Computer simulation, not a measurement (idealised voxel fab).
Name of the process module below: voxel local oxidation
Pictured: cross-section cut, 175 nm wide, on a grid of 5 nm square cells.
Bands, listed from the top down, are how a cross-section gets written in this document; the cross-section itself is a grid of square cells, and a band is one or more rows of them.
Within each band entry, the heights of the top and of the bottom of the band appear first, in that order and in nm; the materials of the band then follow from left to right, each with its corresponding width in nm. The designation "throughout" on a single material indicates that it fills the band from edge to edge; the designation "air" indicates empty space.
Ref level 0: as-received wafer is one material below here. Bottom band extends down with no lower bound ("z 0 and below").
Quick explanation for "30 to 40": the width changes in equal steps down the rows of cells, from the first number in the band's top row to the second number in its bottom row.
When a step is marked "nothing changed", none of the cells in the cross-section changed during that step.
"Closed void entries" specifies each empty space that is not open to the top and that occupies no fewer than 8 cells, using the form width x height at distance, the distance measured from the left edge and all three quantities in nm.
Where a step's line continues beyond its settings, the continuation is a remark by the simulator itself on that step.
You can add "overlay nm" to a step's line. For a step with a mask, it describes how far the mask lay to the right of its planned position, and a negative number describes a lay to the left.

[Listed below are the process steps as planned]
1) RECEIVE [material Si]
2) OXIDIZE [depth nm 5]
3) CONFORMAL_DEP [material SiN] [thk nm 15]
4) PATTERN [tone cover] [mask id ACTIVE] [material resist] [width nm 105] [thk nm 15] [overlay nm 0]
5) DIRECTIONAL_ETCH [etch materials SiN] [depth nm 15]
6) STRIP [etch materials resist]
7) SELECTIVE_ETCH [etch materials SiO2] [depth nm 5]
8) OXIDIZE [depth nm 10]
9) STRIP [etch materials SiN]

[Cross-section of the wafer upon arrival, representing the state reached after step 1]
* z 0 and below  Si throughout
* Closed void entries: none

[The cross-section shown corresponds to the wafer at the conclusion of the module. The initial structure and the process plan are those presented above; however, one mistake occurred in executing the plan]
* z 0 to -5  air 50; SiO2 95; air 30
* z -5 to -15  SiO2 60; Si 75; SiO2 40
* z -15 and below  Si throughout
* Closed void entries: none
What went wrong in running the wafer? step 4 changed vs plan, executed as PATTERN [tone cover] [mask id ACTIVE] [material resist] [width nm 105] [thk nm 15] [overlay nm 10]
